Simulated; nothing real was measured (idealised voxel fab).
The name of this process module is voxel double patterning.
For reference, the cross-section in this document is cut, with width 190 nm and square cells of 5 nm.
We lay out every cross-section as a grid of square cells and spell it out in bands from the top down, where one band means one or more rows of cells. Each band's line starts with the height of the band's top and of its bottom, in nm. Then come its materials from left to right, each with its width in nm. One material with "throughout" fills the band from edge to edge. "blank" is empty space. Heights are expressed relative to 0, this being the level below which the as-received wafer comprises one material exclusively. The lowest band is unbounded in the downward direction and is denoted as in "0..down". You'd read "30 to 40" like this: the band's top row of cells is as wide as the first number, its bottom row is as wide as the second, and going down, every row changes width by the same amount as the row before did. Given "all unchanged" for a step, no cell of the cross-section differs between before and after that step. Unvented internal voids: empty space of 8 cells or more with no open way to the top, each as width x height at its distance from the left edge, in nm. Post-settings text on a step line: simulator's own remark regarding the step. If you see "overlay nm" on a step's line and that step has a mask, it's telling you how far right of where it was planned the mask ended up; a negative number means it went left instead.

Steps in the process plan:
1 RECEIVE with material Si
2 CONFORMAL_DEP with material SiO2, thk nm 10
3 DIRECTIONAL_DEP with material polySi, thk nm 10
4 DIRECTIONAL_DEP with material SiCN, thk nm 10
5 PATTERN with tone open, mask id FIRST, material resist, width nm 15, pitch nm 50, thk nm 20, overlay nm -15
6 DIRECTIONAL_ETCH with etch materials SiCN, depth nm 10
7 STRIP with etch materials resist
8 MASKED_ETCH with tone open, mask id SECOND, width nm 15, etch materials SiCN, depth nm 10, overlay nm 0
9 DIRECTIONAL_ETCH with etch materials polySi, depth nm 10
10 STRIP with etch materials SiCN
Heads up: all these wafers start the same, and what changes between them is the overlay nm in step 5. The value you see in the plan is just what the first wafer got.

Cross-section of the first of several wafers as received (after step 1):
    0..down  Si throughout
    Unvented internal voids: none

Below, a row for every wafer. Read it as the end-of-module picture: for each material the wafer shows its cells gained (+) or lost (-) since it was received, and then its closed voids:
overlay nm -15 | +76 SiO2 | +60 polySi | Unvented internal voids: none
overlay nm -10 | +76 SiO2 | +58 polySi | Unvented internal voids: none
overlay nm -5 | +76 SiO2 | +58 polySi | Unvented internal voids: none
overlay nm 0 | +76 SiO2 | +58 polySi | Unvented internal voids: none
overlay nm 5 | +76 SiO2 | +58 polySi | Unvented internal voids: none
overlay nm 10 | +76 SiO2 | +58 polySi | Unvented internal voids: none
overlay nm 15 | +76 SiO2 | +60 polySi | Unvented internal voids: none
